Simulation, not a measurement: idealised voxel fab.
Process module name: voxel wiring stack
Cross-section cut: width 235 nm, square cells of 5 nm.
Throughout this document, each cross-section is represented as a grid of square cells and is presented as a sequence of bands enumerated from the top downward, where a band comprises one or more rows of cells.
First you get the band's top height and its bottom height, in nm, and then the materials it's made of, left to right, with each width in nm. If you see a single material with "everywhere", that one covers the band edge to edge. "empty" is empty space.
Heads up on the height convention: 0 is the point under which the incoming wafer is all one material, and the lowest band has no bottom, it just keeps going down, like "z 0 and below".
Width: "30 to 40" (first number = top row, second number = bottom row, same change from row to row of cells).
Take "nothing different" at face value: in the step it is given for, the cross-section changed in none of its cells.
Voids not open to the top, 8 cells minimum: see "Closed void inventory". Written width x height at distance; distance is from the left edge; nm.
after a step's settings: what the simulator itself notes on the step
For masked steps, "overlay nm" on the step line gives how far right of plan the mask actually lay; a minus sign means it lay to the left.
Plan
step 1: RECEIVE with material Si
step 2: CONFORMAL_DEP with material SiO2, thk nm 10
step 3: CONFORMAL_DEP with material SiCN, thk nm 5
step 4: DIRECTIONAL_DEP with material lowk, thk nm 20
step 5: DIRECTIONAL_DEP with material aC, thk nm 10
step 6: PATTERN with tone open, mask id METAL_1, material resist, width nm 20, pitch nm 40, thk nm 30, overlay nm 0
step 7: DIRECTIONAL_ETCH with etch materials aC, depth nm 10
step 8: STRIP with etch materials resist
step 9: DIRECTIONAL_ETCH with etch materials lowk, depth nm 20
step 10: DIRECTIONAL_ETCH with etch materials SiCN, depth nm 5
step 11: STRIP with etch materials aC
step 12: CONFORMAL_DEP with material TiN, thk nm 5
step 13: FILL_DEP with material Cu, thk nm 5
step 14: CMP with height nm 35
step 15: CONFORMAL_DEP with material SiCN, thk nm 5
step 16: DIRECTIONAL_DEP with material lowk, thk nm 30
step 17: MASKED_ETCH with tone open, mask id METAL_2_HOLES, width nm 15, pitch nm 40, etch materials lowk, depth nm 30, overlay nm 0
step 18: MASKED_ETCH with tone open, mask id METAL_2, width nm 20, pitch nm 40, etch materials lowk, depth nm 20, overlay nm 0
step 19: MASKED_ETCH with tone open, mask id METAL_2, width nm 20, pitch nm 40, etch materials SiCN, depth nm 5, overlay nm 0
step 20: CONFORMAL_DEP with material TiN, thk nm 5
step 21: FILL_DEP with material Ru, thk nm 10
step 22: CMP with height nm 70
step 23: CONFORMAL_DEP with material SiCN, thk nm 5
The first of two wafers, run as planned
Wafer cross-section on receipt, i.e. after step 1
> z 0 and below  Si everywhere
> Closed void inventory: none
The following cross-section depicts the wafer upon completion of step 2
> z 10 to 0  SiO2 everywhere
> Below a height of 0, the structure has not been altered.
The following cross-section depicts the wafer upon completion of step 3
> z 15 to 10  SiCN everywhere
> Below a height of 10, the structure has not been altered.
The following cross-section depicts the wafer upon completion of step 4
> z 35 to 15  lowk everywhere
> Below a height of 15, the structure has not been altered.
The following cross-section depicts the wafer upon completion of step 5
> z 45 to 35  aC everywhere
> Below a height of 35, the structure has not been altered.
The following cross-section depicts the wafer upon completion of step 6
> z 75 to 45  resist=85 | empty=20 | resist=20 | empty=20 | resist=90
> Below a height of 45, the structure has not been altered.
The following cross-section depicts the wafer upon completion of step 7
> z 65 to 45  resist=85 | empty=20 | resist=20 | empty=20 | resist=90
> z 45 to 35  aC=85 | empty=20 | aC=20 | empty=20 | aC=90
> Below a height of 35, the structure has not been altered.
The following cross-section depicts the wafer upon completion of step 8
> z 45 to 35  aC=85 | empty=20 | aC=20 | empty=20 | aC=90
> Below a height of 35, the structure has not been altered.
The following cross-section depicts the wafer upon completion of step 9
> z 45 to 35  aC=85 | empty=20 | aC=20 | empty=20 | aC=90
> z 35 to 15  lowk=85 | empty=20 | lowk=20 | empty=20 | lowk=90
> Below a height of 15, the structure has not been altered.
The following cross-section depicts the wafer upon completion of step 10
> z 45 to 35  aC=85 | empty=20 | aC=20 | empty=20 | aC=90
> z 35 to 15  lowk=85 | empty=20 | lowk=20 | empty=20 | lowk=90
> z 15 to 10  SiCN=85 | empty=20 | SiCN=20 | empty=20 | SiCN=90
> Below a height of 10, the structure has not been altered.
The following cross-section depicts the wafer upon completion of step 11
> z 35 to 15  lowk=85 | empty=20 | lowk=20 | empty=20 | lowk=90
> Below a height of 15, the structure has not been altered.
The following cross-section depicts the wafer upon completion of step 12
> z 40 to 35  TiN=90 | empty=10 | TiN=30 | empty=10 | TiN=95
> z 35 to 15  lowk=85 | TiN=5 | empty=10 | TiN=5 | lowk=20 | TiN=5 | empty=10 | TiN=5 | lowk=90
> z 15 to 10  SiCN=85 | TiN=20 | SiCN=20 | TiN=20 | SiCN=90
> Below a height of 10, the structure has not been altered.
The following cross-section depicts the wafer upon completion of step 13
> z 45 to 40  Cu everywhere
> z 40 to 35  TiN=90 | Cu=10 | TiN=30 | Cu=10 | TiN=95
> z 35 to 15  lowk=85 | TiN=5 | Cu=10 | TiN=5 | lowk=20 | TiN=5 | Cu=10 | TiN=5 | lowk=90
> Below a height of 15, the structure has not been altered.
The following cross-section depicts the wafer upon completion of step 14
> z 35 to 15  lowk=85 | TiN=5 | Cu=10 | TiN=5 | lowk=20 | TiN=5 | Cu=10 | TiN=5 | lowk=90
> Below a height of 15, the structure has not been altered.
The following cross-section depicts the wafer upon completion of step 15
> z 40 to 35  SiCN everywhere
> Below a height of 35, the structure has not been altered.
The following cross-section depicts the wafer upon completion of step 16
> z 70 to 40  lowk everywhere
> Below a height of 40, the structure has not been altered.
The following cross-section depicts the wafer upon completion of step 17
> z 70 to 40  lowk=85 | empty=15 | lowk=25 | empty=15 | lowk=95
> Below a height of 40, the structure has not been altered.
The following cross-section depicts the wafer upon completion of step 18
> z 70 to 50  lowk=85 | empty=20 | lowk=20 | empty=20 | lowk=90
> Below a height of 50, the structure has not been altered.
The following cross-section depicts the wafer upon completion of step 19
> z 70 to 50  lowk=85 | empty=20 | lowk=20 | empty=20 | lowk=90
> z 50 to 40  lowk=85 | empty=15 | lowk=25 | empty=15 | lowk=95
> z 40 to 35  SiCN=85 | empty=15 | SiCN=25 | empty=15 | SiCN=95
> Below a height of 35, the structure has not been altered.
The following cross-section depicts the wafer upon completion of step 20
> z 75 to 70  TiN=90 | empty=10 | TiN=30 | empty=10 | TiN=95
> z 70 to 55  lowk=85 | TiN=5 | empty=10 | TiN=5 | lowk=20 | TiN=5 | empty=10 | TiN=5 | lowk=90
> z 55 to 50  lowk=85 | TiN=5 | empty=5 | TiN=10 | lowk=20 | TiN=5 | empty=5 | TiN=10 | lowk=90
> z 50 to 40  lowk=85 | TiN=5 | empty=5 | TiN=5 | lowk=25 | TiN=5 | empty=5 | TiN=5 | lowk=95
> z 40 to 35  SiCN=85 | TiN=15 | SiCN=25 | TiN=15 | SiCN=95
> Below a height of 35, the structure has not been altered.
The following cross-section depicts the wafer upon completion of step 21
> z 85 to 75  Ru everywhere
> z 75 to 70  TiN=90 | Ru=10 | TiN=30 | Ru=10 | TiN=95
> z 70 to 55  lowk=85 | TiN=5 | Ru=10 | TiN=5 | lowk=20 | TiN=5 | Ru=10 | TiN=5 | lowk=90
> z 55 to 50  lowk=85 | TiN=5 | Ru=5 | TiN=10 | lowk=20 | TiN=5 | Ru=5 | TiN=10 | lowk=90
> z 50 to 40  lowk=85 | TiN=5 | Ru=5 | TiN=5 | lowk=25 | TiN=5 | Ru=5 | TiN=5 | lowk=95
> Below a height of 40, the structure has not been altered.
The following cross-section depicts the wafer upon completion of step 22
> z 70 to 55  lowk=85 | TiN=5 | Ru=10 | TiN=5 | lowk=20 | TiN=5 | Ru=10 | TiN=5 | lowk=90
> Below a height of 55, the structure has not been altered.
The following cross-section depicts the wafer upon completion of step 23
> z 75 to 70  SiCN everywhere
> Below a height of 70, the structure has not been altered.
Here the second wafer is described. Its start and its plan were those of the first wafer. Its run contained one mistake. Up to and including step 5, it did exactly what the first wafer did
X-section, second wafer, when step 6 was due to finish
> z 75 to 45  resist=90 | empty=15 | resist=25 | empty=15 | resist=90
> Below a height of 45, the structure has not been altered.
X-section, second wafer, when step 7 was due to finish
> z 65 to 45  resist=90 | empty=15 | resist=25 | empty=15 | resist=90
> z 45 to 35  aC=90 | empty=15 | aC=25 | empty=15 | aC=90
> Below a height of 35, the structure has not been altered.
X-section, second wafer, when step 8 was due to finish
> z 45 to 35  aC=90 | empty=15 | aC=25 | empty=15 | aC=90
> Below a height of 35, the structure has not been altered.
X-section, second wafer, when step 9 was due to finish
> z 45 to 35  aC=90 | empty=15 | aC=25 | empty=15 | aC=90
> z 35 to 15  lowk=90 | empty=15 | lowk=25 | empty=15 | lowk=90
> Below a height of 15, the structure has not been altered.
X-section, second wafer, when step 10 was due to finish
> z 45 to 35  aC=90 | empty=15 | aC=25 | empty=15 | aC=90
> z 35 to 15  lowk=90 | empty=15 | lowk=25 | empty=15 | lowk=90
> z 15 to 10  SiCN=90 | empty=15 | SiCN=25 | empty=15 | SiCN=90
> Below a height of 10, the structure has not been altered.
X-section, second wafer, when step 11 was due to finish
> z 35 to 15  lowk=90 | empty=15 | lowk=25 | empty=15 | lowk=90
> Below a height of 15, the structure has not been altered.
X-section, second wafer, when step 12 was due to finish
> z 40 to 35  TiN=95 | empty=5 | TiN=35 | empty=5 | TiN=95
> z 35 to 15  lowk=90 | TiN=5 | empty=5 | TiN=5 | lowk=25 | TiN=5 | empty=5 | TiN=5 | lowk=90
> z 15 to 10  SiCN=90 | TiN=15 | SiCN=25 | TiN=15 | SiCN=90
> Below a height of 10, the structure has not been altered.
X-section, second wafer, when step 13 was due to finish
> z 45 to 40  Cu everywhere
> z 40 to 35  TiN=95 | Cu=5 | TiN=35 | Cu=5 | TiN=95
> z 35 to 15  lowk=90 | TiN=5 | Cu=5 | TiN=5 | lowk=25 | TiN=5 | Cu=5 | TiN=5 | lowk=90
> Below a height of 15, the structure has not been altered.
X-section, second wafer, when step 14 was due to finish
> z 35 to 15  lowk=90 | TiN=5 | Cu=5 | TiN=5 | lowk=25 | TiN=5 | Cu=5 | TiN=5 | lowk=90
> Below a height of 15, the structure has not been altered.
X-section, second wafer, when step 15 was due to finish
> z 40 to 35  SiCN everywhere
> Below a height of 35, the structure has not been altered.
X-section, second wafer, when step 16 was due to finish
> z 70 to 40  lowk everywhere
> Below a height of 40, the structure has not been altered.
X-section, second wafer, when step 17 was due to finish
> z 70 to 40  lowk=85 | empty=15 | lowk=25 | empty=15 | lowk=95
> Below a height of 40, the structure has not been altered.
X-section, second wafer, when step 18 was due to finish
> z 70 to 50  lowk=85 | empty=20 | lowk=20 | empty=20 | lowk=90
> Below a height of 50, the structure has not been altered.
X-section, second wafer, when step 19 was due to finish
> z 70 to 50  lowk=85 | empty=20 | lowk=20 | empty=20 | lowk=90
> z 50 to 40  lowk=85 | empty=15 | lowk=25 | empty=15 | lowk=95
> z 40 to 35  SiCN=85 | empty=15 | SiCN=25 | empty=15 | SiCN=95
> Below a height of 35, the structure has not been altered.
X-section, second wafer, when step 20 was due to finish
> z 75 to 70  TiN=90 | empty=10 | TiN=30 | empty=10 | TiN=95
> z 70 to 55  lowk=85 | TiN=5 | empty=10 | TiN=5 | lowk=20 | TiN=5 | empty=10 | TiN=5 | lowk=90
> z 55 to 50  lowk=85 | TiN=5 | empty=5 | TiN=10 | lowk=20 | TiN=5 | empty=5 | TiN=10 | lowk=90
> z 50 to 40  lowk=85 | TiN=5 | empty=5 | TiN=5 | lowk=25 | TiN=5 | empty=5 | TiN=5 | lowk=95
> z 40 to 35  SiCN=85 | TiN=15 | SiCN=25 | TiN=15 | SiCN=95
> Below a height of 35, the structure has not been altered.
X-section, second wafer, when step 21 was due to finish
> z 85 to 75  Ru everywhere
> z 75 to 70  TiN=90 | Ru=10 | TiN=30 | Ru=10 | TiN=95
> z 70 to 55  lowk=85 | TiN=5 | Ru=10 | TiN=5 | lowk=20 | TiN=5 | Ru=10 | TiN=5 | lowk=90
> z 55 to 50  lowk=85 | TiN=5 | Ru=5 | TiN=10 | lowk=20 | TiN=5 | Ru=5 | TiN=10 | lowk=90
> z 50 to 40  lowk=85 | TiN=5 | Ru=5 | TiN=5 | lowk=25 | TiN=5 | Ru=5 | TiN=5 | lowk=95
> Below a height of 40, the structure has not been altered.
X-section, second wafer, when step 22 was due to finish
> z 70 to 55  lowk=85 | TiN=5 | Ru=10 | TiN=5 | lowk=20 | TiN=5 | Ru=10 | TiN=5 | lowk=90
> Below a height of 55, the structure has not been altered.
X-section, second wafer, when step 23 was due to finish
> z 75 to 70  SiCN everywhere
> Below a height of 70, the structure has not been altered.
What was done differently from what was planned? step 6 off recipe, ran as PATTERN with tone open, mask id METAL_1, material resist, width nm 15, pitch nm 40, thk nm 30, overlay nm 0
Final wafer comparison in cells, second versus first, more or fewer per material: 8 fewer of Cu, 2 more of SiCN, 2 fewer of TiN, 8 more of lowk
